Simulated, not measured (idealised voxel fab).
This section sets out a process module, namely voxel lift off.
Displayed cross-section: cut, width of 300 nm, square cells sized 5 nm.
For the purposes of this document, a cross-section shall be understood as a grid of square cells, specified as bands listed in top-to-bottom order, each band consisting of one or more rows of cells. Per band: top height and bottom height in nm, followed by the left-to-right materials and their widths in nm; "throughout" marks a single material spanning edge to edge, "air" marks empty space. Beneath 0, the wafer as received is one material, and that level is where height counting begins. The lowest band goes on downward without a bottom; it is written like "0..down". Top row gets the first number, bottom row gets the second, and each row in between changes by the same step: that is how a band width like "30->40" works. What does "changes: none" mean for a step? It means no cell of the cross-section changed in that step. Basically, "Sealed void list" tells you about the enclosed voids: empty spaces with no open way to the top, 8 cells or bigger, each written width x height at distance, where distance is from the left edge, all in nm. On a step's line, text after the settings is the simulator commenting on that step. The setting "overlay nm" may be written on the line of a step. When the step uses a mask, the value reports how far to the right of the planned place the mask lay, and a negative value reports that it lay to the left.

PLANNED STEP LIST FOR THE PROCESS
1,RECEIVE [material Si]
2,CONFORMAL_DEP [material Al2O3] [thk nm 5]
3,PATTERN [tone open] [mask id LINES] [material resist] [width nm 20] [pitch nm 35] [thk nm 30] [overlay nm 0]
4,DIRECTIONAL_DEP [material Ru] [thk nm 15]
5,STRIP [etch materials resist]
6,CONFORMAL_DEP [material SiCN] [thk nm 10]
The wafers in this document start out alike and differ in the thk nm applied at step 2; the plan shows the value used for the first wafer.

CROSS-SECTION OF THE FIRST OF SEVERAL WAFERS ON RECEIPT, REFLECTING COMPLETION OF STEP 1
* 0..down = Si throughout
* Sealed void list: none

PER WAFER (ROW), END OF MODULE: DELTA IN CELLS PER MATERIAL SINCE RECEIPT, (+) FOR GAINED, (-) FOR LOST; CLOSED VOIDS AFTER THAT
thk nm 5; +60 Al2O3; +24 Ru; +141 SiCN; Sealed void list: none
thk nm 10; +120 Al2O3; +24 Ru; +141 SiCN; Sealed void list: none
thk nm 15; +180 Al2O3; +24 Ru; +141 SiCN; Sealed void list: none
thk nm 20; +240 Al2O3; +24 Ru; +141 SiCN; Sealed void list: none
thk nm 25; +300 Al2O3; +24 Ru; +141 SiCN; Sealed void list: none
